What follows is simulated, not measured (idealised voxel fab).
The name of this process module is voxel wiring stack.
We display cut, a cross-section 205 nm in width whose square cells are each 5 nm.
Cross-section spec: square-cell grid; bands listed top down; each band is one or more rows.
Per band: top height and bottom height in nm, followed by the left-to-right materials and their widths in nm; "full width" marks a single material spanning edge to edge, "blank" marks empty space.
Height is counted from the level 0, under which the received wafer is composed throughout of one material. The lowest of the bands is not closed at the bottom but continues downward, in the notation "0 nm and below".
When a width is written as two numbers, as in "30->40", the first number is the width in the top row of cells of the band and the second is the width in its bottom row, and the width changes by the same amount from each row to the next.
Basically "no alterations made" means that step didn't change any cell in the cross-section.
Under "Trapped cavities" you'll find the enclosed gaps, the ones with no way out to the top, that are 8 cells or bigger; each reads width x height at distance, with distance counted from the left edge, everything in nm.
Formally, on a step line, whatever follows the settings is a remark that the simulator itself makes on the step.
overlay nm: mask offset rightward from planned place, masked step; negative means leftward offset.

So here's the lineup of process steps we planned
- 1: RECEIVE [material Si]
- 2: CONFORMAL_DEP [material SiO2] [thk nm 10]
- 3: DIRECTIONAL_DEP [material TiN] [thk nm 5]
- 4: DIRECTIONAL_DEP [material W] [thk nm 20]
- 5: DIRECTIONAL_DEP [material aC] [thk nm 15]
- 6: PATTERN [tone cover] [mask id METAL_1] [material resist] [width nm 30] [pitch nm 50] [thk nm 35] [overlay nm 0]
- 7: DIRECTIONAL_ETCH [etch materials aC] [depth nm 15]
- 8: STRIP [etch materials resist]
- 9: DIRECTIONAL_ETCH [etch materials W] [depth nm 20]
- 10: DIRECTIONAL_ETCH [etch materials TiN] [depth nm 5]
- 11: STRIP [etch materials aC]
- 12: FILL_DEP [material lowk] [thk nm 5]
- 13: CMP [height nm 35]
- 14: CONFORMAL_DEP [material SiCN] [thk nm 5]
- 15: DIRECTIONAL_DEP [material lowk] [thk nm 25]
- 16: MASKED_ETCH [tone open] [mask id METAL_2_HOLES] [width nm 15] [pitch nm 50] [etch materials lowk] [depth nm 25] [overlay nm 0]
- 17: MASKED_ETCH [tone open] [mask id METAL_2] [width nm 30] [pitch nm 50] [etch materials lowk] [depth nm 15] [overlay nm 0]
- 18: MASKED_ETCH [tone open] [mask id METAL_2] [width nm 30] [pitch nm 50] [etch materials SiCN] [depth nm 5] [overlay nm 0]
- 19: CONFORMAL_DEP [material TiN] [thk nm 5]
- 20: FILL_DEP [material Cu] [thk nm 5]
- 21: CMP [height nm 65]
- 22: CONFORMAL_DEP [material SiN] [thk nm 5]

Received-state cross-section, reflecting completion of step 1
* 0 nm and below  Si full width
* Trapped cavities: none

Here's the cross-section of the first of our two wafers at the end of the module - it ran as planned
* 70 nm to 65 nm  SiN full width
* 65 nm to 55 nm  60 of lowk, 5 of TiN, 20 of Cu, 5 of TiN, 20 of lowk, 5 of TiN, 20 of Cu, 5 of TiN, 65 of lowk
* 55 nm to 50 nm  60 of lowk, 5 of TiN, 5 of Cu, 20 of TiN, 20 of lowk, 5 of TiN, 5 of Cu, 20 of TiN, 65 of lowk
* 50 nm to 40 nm  60 of lowk, 5 of TiN, 5 of Cu, 5 of TiN, 35 of lowk, 5 of TiN, 5 of Cu, 5 of TiN, 80 of lowk
* 40 nm to 35 nm  60 of SiCN, 15 of TiN, 35 of SiCN, 15 of TiN, 80 of SiCN
* 35 nm to 15 nm  60 of lowk, 30 of W, 20 of lowk, 30 of W, 65 of lowk
* 15 nm to 10 nm  60 of lowk, 30 of TiN, 20 of lowk, 30 of TiN, 65 of lowk
* 10 nm to 0 nm  SiO2 full width
* 0 nm and below  Si full width
* Trapped cavities: none

Cross-section at end of module for the second wafer of two, which matched the first in starting point and plan and differed by one mistake in its processing
* 70 nm to 65 nm  SiN full width
* 65 nm to 60 nm  60 of lowk, 5 of TiN, 5 of Cu, 20 of TiN, 20 of lowk, 5 of TiN, 5 of Cu, 20 of TiN, 65 of lowk
* 60 nm to 50 nm  60 of lowk, 5 of TiN, 5 of Cu, 5 of TiN, 35 of lowk, 5 of TiN, 5 of Cu, 5 of TiN, 80 of lowk
* 50 nm to 45 nm  60 of SiCN, 15 of TiN, 35 of SiCN, 15 of TiN, 80 of SiCN
* 45 nm to 35 nm  SiCN full width
* 35 nm to 15 nm  60 of lowk, 30 of W, 20 of lowk, 30 of W, 65 of lowk
* 15 nm to 10 nm  60 of lowk, 30 of TiN, 20 of lowk, 30 of TiN, 65 of lowk
* 10 nm to 0 nm  SiO2 full width
* 0 nm and below  Si full width
* Trapped cavities: none
Here's what went sideways: note that step 14 departed from the planned setting and was carried out as CONFORMAL_DEP [material SiCN] [thk nm 15]
Final comparison by cell count, materials where the second wafer has more or fewer than the first: Cu -16, SiCN +82, TiN -8, lowk -58
